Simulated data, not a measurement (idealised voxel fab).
process module | voxel fin reveal
cross-section cut | 250 nm wide | cells 5 nm
A cross-section is a grid of square cells, given in bands from the top down. A band is one or more rows of cells.
Each band's line starts with the height of the band's top and of its bottom, in nm. Then come its materials from left to right, each with its width in nm. One material with "throughout" fills the band from edge to edge. "air" is empty space.
Height 0 is the level under which the wafer as received is all one material. The lowest band goes on downwards, as in "0 down".
A width such as "30 to 40" changes by the same amount from each row of cells to the next, from the band's top row to its bottom row.
"no change" after a step means that no cell of the cross-section changed.
closed voids: empty space of 8 cells or more with no open way to the top, each as width x height at its distance from the left edge, in nm
after a step's settings: what the simulator itself notes on the step
overlay nm, on a step with a mask: how far to the right of its planned place the mask lay; to the left if negative
plan
1 op RECEIVE | material Si
2 op CONFORMAL_DEP | material SiN | thk nm 10
3 op DIRECTIONAL_DEP | material aC | thk nm 10
4 op PATTERN | tone cover | mask id FINS | material resist | width nm 15 | pitch nm 40 | thk nm 30 | overlay nm 0
5 op DIRECTIONAL_ETCH | etch materials aC | depth nm 10
6 op STRIP | etch materials resist
7 op DIRECTIONAL_ETCH | etch materials SiN | depth nm 10
8 op DIRECTIONAL_ETCH | etch materials Si | depth nm 40
9 op STRIP | etch materials aC
10 op FILL_DEP | material SiO2 | thk nm 10
11 op CMP | height nm 10
12 op SELECTIVE_ETCH | etch materials SiO2 | depth nm 30
13 op STRIP | etch materials SiN
varied across the wafers: width nm of step 4. The plan shows the first wafer's value. All wafers start alike
first wafer as received, after step 1
  0 down: Si throughout
  closed voids: none
each wafer at the end: cells of each material gained (+) or lost (-) since it was received, then its closed voids
width nm 15 | -328 Si | +164 SiO2 | closed voids: none
width nm 20 | -304 Si | +152 SiO2 | closed voids: none
width nm 25 | -280 Si | +140 SiO2 | closed voids: none
